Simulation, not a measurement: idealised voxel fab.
This is a process module. Its name is voxel self aligned contacts.
Displayed cross-section: cut, width of 160 nm, square cells sized 5 nm.
Throughout this document, each cross-section is represented as a grid of square cells and is presented as a sequence of bands enumerated from the top downward, where a band comprises one or more rows of cells. What a band's entry tells you: where the top is and where the bottom is, as heights in nm, and after that what lies inside, material by material from left to right, each with its width in nm. Empty space is written as the word "empty", and a single material marked with the word "full width" occupies the band from edge to edge. Heights are measured from 0, the level below which the as-received wafer is all one material; the lowest band has no bottom and continues downward, written as in "0..down". The expression "30->40" gives the width at the extremes of the band, the first number at its top row of cells and the second at its bottom row, with the width changing by equal amounts from each row to the next in between. No cell of the cross-section changed in a step that is given as "nothing was modified". Enclosed voids (no open way to top), threshold 8 cells or more, entry "Closed cavities", notation width x height at distance, distance from left edge, nm. Where a step's line continues beyond its settings, the continuation is a remark by the simulator itself on that step. The optional step-line setting "overlay nm" applies to steps with a mask and quantifies how far to the right of its planned location the mask lay, a negative value indicating leftward placement.
PROCESS STEPS - PLAN
| 1 | RECEIVE (material Si) |
| 2 | CONFORMAL_DEP (material SiO2; thk nm 5) |
| 3 | DIRECTIONAL_DEP (material polySi; thk nm 20) |
| 4 | DIRECTIONAL_DEP (material SiN; thk nm 15) |
| 5 | DIRECTIONAL_DEP (material aC; thk nm 15) |
| 6 | PATTERN (tone cover; mask id GATE; material resist; width nm 30; pitch nm 65; thk nm 30; overlay nm 0) |
| 7 | DIRECTIONAL_ETCH (etch materials aC; depth nm 15) |
| 8 | STRIP (etch materials resist) |
| 9 | DIRECTIONAL_ETCH (etch materials SiN; depth nm 15) |
| 10 | DIRECTIONAL_ETCH (etch materials polySi; depth nm 20) |
| 11 | STRIP (etch materials aC) |
| 12 | CONFORMAL_DEP (material SiN; thk nm 5) |
| 13 | DIRECTIONAL_ETCH (etch materials SiN; depth nm 5) |
| 14 | FILL_DEP (material SiO2; thk nm 15) |
| 15 | CMP (height nm 45) |
| 16 | DIRECTIONAL_DEP (material aC; thk nm 15) |
| 17 | PATTERN (tone open; mask id CONTACT; material resist; width nm 45; thk nm 30; overlay nm 0) |
| 18 | DIRECTIONAL_ETCH (etch materials aC; depth nm 15) |
| 19 | STRIP (etch materials resist) |
| 20 | DIRECTIONAL_ETCH (etch materials SiO2; depth nm 45) |
| 21 | STRIP (etch materials aC) |
| 22 | CONFORMAL_DEP (material TiN; thk nm 5) |
| 23 | FILL_DEP (material W; thk nm 10) |
| 24 | CMP (height nm 45) |
| 25 | CONFORMAL_DEP (material SiCN; thk nm 5) |
CROSS-SECTION OF THE WAFER UPON ARRIVAL, REPRESENTING THE STATE REACHED AFTER STEP 1
    0..down  Si full width
    Closed cavities: none
WHAT THE WAFER LOOKS LIKE IN CROSS-SECTION AFTER THIS MODULE, WHEN IT STARTS AS SHOWN ABOVE AND FOLLOWS THE PLAN ABOVE BUT ONE MISTAKE IS MADE IN RUNNING IT
    50..45  SiCN full width
    45..40  SiO2 (60) | TiN (10) | W (15) | TiN (10) | SiO2 (65)
    40..25  SiO2 (25) | SiN (40) | TiN (5) | W (15) | TiN (5) | SiN (40) | SiO2 (30)
    25..5  SiO2 (25) | SiN (5) | polySi (30) | SiN (5) | TiN (5) | W (15) | TiN (5) | SiN (5) | polySi (30) | SiN (5) | SiO2 (30)
    5..0  SiO2 (65) | TiN (25) | SiO2 (70)
    0..down  Si full width
    Closed cavities: none
Error vs. plan: step 17 deviated from plan and actually ran as PATTERN (tone open; mask id CONTACT; material resist; width nm 35; thk nm 30; overlay nm 0)
